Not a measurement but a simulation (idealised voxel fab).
A process module follows: voxel trench capacitor.
It is cross-section cut that appears here, measuring 200 nm in width, its square cells being 5 nm in size.
This document writes a cross-section as a grid whose cells are square, and gives it as bands, listed from the top down; one or more rows of cells form a band. The band entry comprises the height of the band's top followed by the height of its bottom, expressed in nm, and subsequently the band's materials from left to right, each stated together with its width in nm. Where a single material is marked with the word "all across", that material fills the band from edge to edge. The word "air" represents empty space. Heights are reckoned from 0. Under this level, the received wafer is all of one material. The bottommost band is open-ended downward, for example "z 0 and below". A width given as "30 to 40" starts at the first number in the band's top row and ends at the second number in its bottom row, shifting by an equal amount at every step from row to row. You'll sometimes find "remained the same" written for a step, and that's the way of saying that nowhere in the cross-section did a cell change during that step. Any empty space of 8 cells or more lacking an open way to the top shows up in "Entrapped void list" as width x height at distance, distance from the left edge, in nm. after a step's settings: what the simulator itself notes on the step. You can add "overlay nm" to a step's line. For a step with a mask, it describes how far the mask lay to the right of its planned position, and a negative number describes a lay to the left.

THE FOLLOWING LIST GIVES THE PLANNED PROCESS STEPS
1 RECEIVE: material Si
2 CONFORMAL_DEP: material SiN, thk nm 10
3 DIRECTIONAL_DEP: material aC, thk nm 10
4 PATTERN: tone open, mask id TRENCH, material resist, width nm 25, pitch nm 45, thk nm 30, overlay nm 0
5 DIRECTIONAL_ETCH: etch materials aC, depth nm 10
6 STRIP: etch materials resist
7 DIRECTIONAL_ETCH: etch materials SiN, depth nm 10
8 DIRECTIONAL_ETCH: etch materials Si, depth nm 35
9 STRIP: etch materials aC
10 CONFORMAL_DEP: material SiO2, thk nm 5
11 FILL_DEP: material polySi, thk nm 10
12 CMP: height nm 10

HERE'S WHAT THE WAFER LOOKED LIKE IN CROSS-SECTION WHEN IT ARRIVED - THAT'S AFTER STEP 1
> z 0 and below  Si all across
> Entrapped void list: none

A WAFER AT THE END: THIS START, THIS PLAN, ONE MISTAKE
> z 10 to 0  20 SiN, 5 SiO2, 15 polySi, 5 SiO2, 20 SiN, 5 SiO2, 15 polySi, 5 SiO2, 20 SiN, 5 SiO2, 15 polySi, 5 SiO2, 20 SiN, 5 SiO2, 15 polySi, 5 SiO2, 20 SiN
> z 0 to -65  20 Si, 5 SiO2, 15 polySi, 5 SiO2, 20 Si, 5 SiO2, 15 polySi, 5 SiO2, 20 Si, 5 SiO2, 15 polySi, 5 SiO2, 20 Si, 5 SiO2, 15 polySi, 5 SiO2, 20 Si
> z -65 to -70  20 Si, 25 SiO2, 20 Si, 25 SiO2, 20 Si, 25 SiO2, 20 Si, 25 SiO2, 20 Si
> z -70 and below  Si all across
> Entrapped void list: none
Deviation noted in wafer processing: plan step 8 was twice executed
